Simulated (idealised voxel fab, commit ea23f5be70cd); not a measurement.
Documented hereafter: the process module known as voxel released beams.
Square cells of 5 nm make up the cross-section cut, whose width is 260 nm.
Reading order for cross-sections: top band down to bottom band. Underlying form: a grid of square cells. Band size: one or more rows of cells. Within each band entry, the heights of the top and of the bottom of the band appear first, in that order and in nm; the materials of the band then follow from left to right, each with its corresponding width in nm. The designation "throughout" on a single material indicates that it fills the band from edge to edge; the designation "air" indicates empty space. Ref level 0: as-received wafer is one material below here. Bottom band extends down with no lower bound ("0 and below"). Read "30..40" as a graded width: first number on top, second number at the bottom, same change between each pair of neighbouring rows. Given "same as before" for a step, no cell of the cross-section differs between before and after that step. "Enclosed void listing" enumerates empty spaces isolated from the top, with no open way to it, that contain at least 8 cells, giving each as width x height at distance from the left edge, all three in nm. What comes after the settings on a step's line is commentary from the simulator itself on that step. Each step line may optionally specify "overlay nm", which for a step with a mask gives the rightward distance between the mask's planned place and where it lay, a negative value indicating the leftward direction.

### So here's the lineup of process steps we planned
step 1: RECEIVE, material Si
step 2: CONFORMAL_DEP, material Al2O3, thk nm 5
step 3: DIRECTIONAL_DEP, material SiO2, thk nm 15
step 4: DIRECTIONAL_DEP, material aC, thk nm 10
step 5: PATTERN, tone open, mask id ANCHOR, material resist, width nm 45, thk nm 30, overlay nm 0
step 6: DIRECTIONAL_ETCH, etch materials aC, depth nm 10
step 7: STRIP, etch materials resist
step 8: DIRECTIONAL_ETCH, etch materials SiO2, depth nm 15
step 9: STRIP, etch materials aC
step 10: CONFORMAL_DEP, material SiN, thk nm 15
step 11: DIRECTIONAL_DEP, material aC, thk nm 10
step 12: PATTERN, tone cover, mask id BEAM, material resist, width nm 120, thk nm 30, overlay nm 0
step 13: DIRECTIONAL_ETCH, etch materials aC, depth nm 10
step 14: STRIP, etch materials resist
step 15: DIRECTIONAL_ETCH, etch materials SiN, depth nm 15
step 16: STRIP, etch materials aC
step 17: STRIP, etch materials SiO2

### Concerning the first of two wafers, which was run in accordance with the plan

### Step 1 complete: cross-section of the wafer as received
> 0 and below = Si throughout
> Enclosed void listing: none

### How the wafer stands in section after step 2
> 5 down to 0 = Al2O3 throughout
> Everything under 0 stays put, no change at all.

### How the wafer stands in section after step 3
> 20 down to 5 = SiO2 throughout
> Everything under 5 stays put, no change at all.

### How the wafer stands in section after step 4
> 30 down to 20 = aC throughout
> Everything under 20 stays put, no change at all.

### How the wafer stands in section after step 5
> 60 down to 30 = 70 nm resist, then 45 nm air, then 145 nm resist
> Everything under 30 stays put, no change at all.

### How the wafer stands in section after step 6
> 50 down to 30 = 70 nm resist, then 45 nm air, then 145 nm resist
> 30 down to 20 = 70 nm aC, then 45 nm air, then 145 nm aC
> Everything under 20 stays put, no change at all.

### How the wafer stands in section after step 7
> 30 down to 20 = 70 nm aC, then 45 nm air, then 145 nm aC
> Everything under 20 stays put, no change at all.

### How the wafer stands in section after step 8
> 30 down to 20 = 70 nm aC, then 45 nm air, then 145 nm aC
> 20 down to 5 = 70 nm SiO2, then 45 nm air, then 145 nm SiO2
> Everything under 5 stays put, no change at all.

### How the wafer stands in section after step 9
> 20 down to 5 = 70 nm SiO2, then 45 nm air, then 145 nm SiO2
> Everything under 5 stays put, no change at all.

### How the wafer stands in section after step 10
> 35 down to 20 = 85 nm SiN, then 15 nm air, then 160 nm SiN
> 20 down to 5 = 70 nm SiO2, then 45 nm SiN, then 145 nm SiO2
> Everything under 5 stays put, no change at all.

### How the wafer stands in section after step 11
> 45 down to 35 = 85 nm aC, then 15 nm air, then 160 nm aC
> 35 down to 30 = 85 nm SiN, then 15 nm air, then 160 nm SiN
> 30 down to 20 = 85 nm SiN, then 15 nm aC, then 160 nm SiN
> Everything under 20 stays put, no change at all.

### How the wafer stands in section after step 12
> 75 down to 45 = 65 nm air, then 120 nm resist, then 75 nm air
> 45 down to 35 = 85 nm aC, then 15 nm resist, then 160 nm aC
> 35 down to 30 = 85 nm SiN, then 15 nm resist, then 160 nm SiN
> Everything under 30 stays put, no change at all.

### How the wafer stands in section after step 13
> 65 down to 45 = 65 nm air, then 120 nm resist, then 75 nm air
> 45 down to 35 = 65 nm air, then 20 nm aC, then 15 nm resist, then 85 nm aC, then 75 nm air
> Everything under 35 stays put, no change at all.

### How the wafer stands in section after step 14
> 45 down to 35 = 65 nm air, then 20 nm aC, then 15 nm air, then 85 nm aC, then 75 nm air
> 35 down to 30 = 85 nm SiN, then 15 nm air, then 160 nm SiN
> Everything under 30 stays put, no change at all.

### How the wafer stands in section after step 15
> 45 down to 35 = 65 nm air, then 20 nm aC, then 15 nm air, then 85 nm aC, then 75 nm air
> 35 down to 30 = 65 nm air, then 20 nm SiN, then 15 nm air, then 85 nm SiN, then 75 nm air
> 30 down to 20 = 65 nm air, then 20 nm SiN, then 15 nm aC, then 85 nm SiN, then 75 nm air
> Everything under 20 stays put, no change at all.

### How the wafer stands in section after step 16
> 35 down to 20 = 65 nm air, then 20 nm SiN, then 15 nm air, then 85 nm SiN, then 75 nm air
> Everything under 20 stays put, no change at all.

### How the wafer stands in section after step 17
> 35 down to 20 = 65 nm air, then 20 nm SiN, then 15 nm air, then 85 nm SiN, then 75 nm air
> 20 down to 5 = 70 nm air, then 45 nm SiN, then 145 nm air
> Everything under 5 stays put, no change at all.

### Second wafer, same starting conditions and recipe as the first, one mistake in executing it, nothing differs from the first up to and including step 4

### Cross-sectional view of the second wafer at the intended end time of process step 5
> 60 down to 30 = 70 nm air, then 45 nm resist, then 145 nm air
> Everything under 30 stays put, no change at all.

### Cross-sectional view of the second wafer at the intended end time of process step 6
> 50 down to 30 = 70 nm air, then 45 nm resist, then 145 nm air
> 30 down to 20 = 70 nm air, then 45 nm aC, then 145 nm air
> Everything under 20 stays put, no change at all.

### Cross-sectional view of the second wafer at the intended end time of process step 7
> 30 down to 20 = 70 nm air, then 45 nm aC, then 145 nm air
> Everything under 20 stays put, no change at all.

### Cross-sectional view of the second wafer at the intended end time of process step 8
> 30 down to 20 = 70 nm air, then 45 nm aC, then 145 nm air
> 20 down to 5 = 70 nm air, then 45 nm SiO2, then 145 nm air
> Everything under 5 stays put, no change at all.

### Cross-sectional view of the second wafer at the intended end time of process step 9
> 20 down to 5 = 70 nm air, then 45 nm SiO2, then 145 nm air
> Everything under 5 stays put, no change at all.

### Cross-sectional view of the second wafer at the intended end time of process step 10
> 35 down to 20 = 55 nm air, then 75 nm SiN, then 130 nm air
> 20 down to 5 = 70 nm SiN, then 45 nm SiO2, then 145 nm SiN
> Everything under 5 stays put, no change at all.

### Cross-sectional view of the second wafer at the intended end time of process step 11
> 45 down to 35 = 55 nm air, then 75 nm aC, then 130 nm air
> 35 down to 30 = 55 nm air, then 75 nm SiN, then 130 nm air
> 30 down to 20 = 55 nm aC, then 75 nm SiN, then 130 nm aC
> Everything under 20 stays put, no change at all.

### Cross-sectional view of the second wafer at the intended end time of process step 12
> 75 down to 45 = 65 nm air, then 120 nm resist, then 75 nm air
> 45 down to 35 = 55 nm air, then 75 nm aC, then 55 nm resist, then 75 nm air
> 35 down to 30 = 55 nm air, then 75 nm SiN, then 55 nm resist, then 75 nm air
> Everything under 30 stays put, no change at all.

### Cross-sectional view of the second wafer at the intended end time of process step 13
> 65 down to 45 = 65 nm air, then 120 nm resist, then 75 nm air
> 45 down to 35 = 65 nm air, then 65 nm aC, then 55 nm resist, then 75 nm air
> 35 down to 30 = 55 nm air, then 75 nm SiN, then 55 nm resist, then 75 nm air
> 30 down to 20 = 55 nm air, then 75 nm SiN, then 55 nm aC, then 75 nm air
> Everything under 20 stays put, no change at all.

### Cross-sectional view of the second wafer at the intended end time of process step 14
> 45 down to 35 = 65 nm air, then 65 nm aC, then 130 nm air
> 35 down to 30 = 55 nm air, then 75 nm SiN, then 130 nm air
> Everything under 30 stays put, no change at all.

### Cross-sectional view of the second wafer at the intended end time of process step 15
> 45 down to 35 = 65 nm air, then 65 nm aC, then 130 nm air
> 35 down to 30 = 65 nm air, then 65 nm SiN, then 130 nm air
> 30 down to 20 = 65 nm air, then 65 nm SiN, then 55 nm aC, then 75 nm air
> 20 down to 5 = 55 nm air, then 15 nm SiN, then 45 nm SiO2, then 70 nm SiN, then 75 nm air
> Everything under 5 stays put, no change at all.

### Cross-sectional view of the second wafer at the intended end time of process step 16
> 35 down to 20 = 65 nm air, then 65 nm SiN, then 130 nm air
> Everything under 20 stays put, no change at all.

Cross-sectional view of the second wafer at the intended end time of process step 17: same as before
Here's what went sideways: so step 5 ended up running with a different setting than we planned, it ran as PATTERN, tone cover, mask id ANCHOR, material resist, width nm 45, thk nm 30, overlay nm 0
Looking at both finished wafers in cells, the second ends up ahead of or behind the first on some materials: 27 more of SiO2
